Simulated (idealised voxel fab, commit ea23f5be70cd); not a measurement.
Proc. module: voxel spacer lines
Cross-section cut: width 195 nm, square cells of 5 nm.
Cross-section, as written here: a square-cell grid given band by band from the top down, where a band holds one or more rows of cells.
What a band's entry tells you: where the top is and where the bottom is, as heights in nm, and after that what lies inside, material by material from left to right, each with its width in nm. Empty space is written as the word "empty", and a single material marked with the word "edge to edge" occupies the band from edge to edge.
The level at which height equals 0 is the one under which the wafer, as it arrives, is entirely one material. No lower edge exists for the bottom band, which continues downward and is notated as in "0 nm and below".
Note: "30 to 40" means the width goes from the first number (top row of the band) to the second number (bottom row) in equal steps per row of cells.
The designation "left unchanged", where it is given for a processing step, indicates that no cell of the cross-section was altered in the course of that step.
Entry "Closed cavity list" = empty spaces >= 8 cells with no open way to the top; each as width x height at distance, distance from left edge, all nm.
It should be noted that, on the line of a given step, the content following the step's settings is a remark produced by the simulator itself with respect to that step.
What "overlay nm" on a step's line means: if the step has a mask, that mask lay this far to the right of its planned place, or, when the value is negative, to the left.

### List of planned process steps
1. RECEIVE | material Si
2. CONFORMAL_DEP | material SiO2 | thk nm 10
3. DIRECTIONAL_DEP | material polySi | thk nm 10
4. DIRECTIONAL_DEP | material aC | thk nm 30
5. PATTERN | tone cover | mask id MANDREL | material resist | width nm 25 | pitch nm 70 | thk nm 35 | overlay nm 0
6. DIRECTIONAL_ETCH | etch materials aC | depth nm 30
7. STRIP | etch materials resist
8. CONFORMAL_DEP | material SiN | thk nm 10
9. DIRECTIONAL_ETCH | etch materials SiN | depth nm 10
10. STRIP | etch materials aC
11. DIRECTIONAL_ETCH | etch materials polySi | depth nm 10
12. STRIP | etch materials SiN

### As-received wafer cross-section (after step 1)
- 0 nm and below: Si edge to edge
- Closed cavity list: none

### Final wafer profile in cross-section after the module, from the same start and plan as above, with one mistake made during processing
- 20 nm to 10 nm: empty=10 / polySi=10 / empty=15 / polySi=10 / empty=35 / polySi=10 / empty=15 / polySi=10 / empty=35 / polySi=10 / empty=15 / polySi=10 / empty=10
- 10 nm to 0 nm: SiO2 edge to edge
- 0 nm and below: Si edge to edge
- Closed cavity list: none
Finding, execution versus plan: step 5 was run on a setting that differed from the plan, and what really ran there is PATTERN | tone cover | mask id MANDREL | material resist | width nm 15 | pitch nm 70 | thk nm 35 | overlay nm 0
